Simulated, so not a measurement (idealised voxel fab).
process module | voxel double patterning
cross-section cut | 175 nm wide | cells 5 nm
A cross-section is a grid of square cells, given in bands from the top down. A band is one or more rows of cells.
Each band's line starts with the height of the band's top and of its bottom, in nm. Then come its materials from left to right, each with its width in nm. One material with "throughout" fills the band from edge to edge. "air" is empty space.
Height 0 is the level under which the wafer as received is all one material. The lowest band goes on downwards, as in "0 down".
A width such as "30 to 40" changes by the same amount from each row of cells to the next, from the band's top row to its bottom row.
"no change" after a step means that no cell of the cross-section changed.
closed voids: empty space of 8 cells or more with no open way to the top, each as width x height at its distance from the left edge, in nm
after a step's settings: what the simulator itself notes on the step
overlay nm, on a step with a mask: how far to the right of its planned place the mask lay; to the left if negative
plan
1 op RECEIVE | material Si
2 op CONFORMAL_DEP | material SiO2 | thk nm 10
3 op DIRECTIONAL_DEP | material TiN | thk nm 20
4 op DIRECTIONAL_DEP | material SiCN | thk nm 5
5 op PATTERN | tone open | mask id FIRST | material resist | width nm 15 | pitch nm 50 | thk nm 15 | overlay nm 0
6 op DIRECTIONAL_ETCH | etch materials SiCN | depth nm 5
7 op STRIP | etch materials resist
8 op PATTERN | tone open | mask id SECOND | material resist | width nm 15 | thk nm 15 | overlay nm 0
9 op DIRECTIONAL_ETCH | etch materials SiCN | depth nm 5
10 op STRIP | etch materials resist
11 op DIRECTIONAL_ETCH | etch materials TiN | depth nm 20
12 op STRIP | etch materials SiCN
as received, after step 1
  0 down: Si throughout
  closed voids: none
a wafer at the end: this start, this plan, one mistake
  30 to 20: SiO2 throughout
  20 to 0: TiN throughout
  0 down: Si throughout
  closed voids: none
what went wrong: steps 2 and 3 were swapped
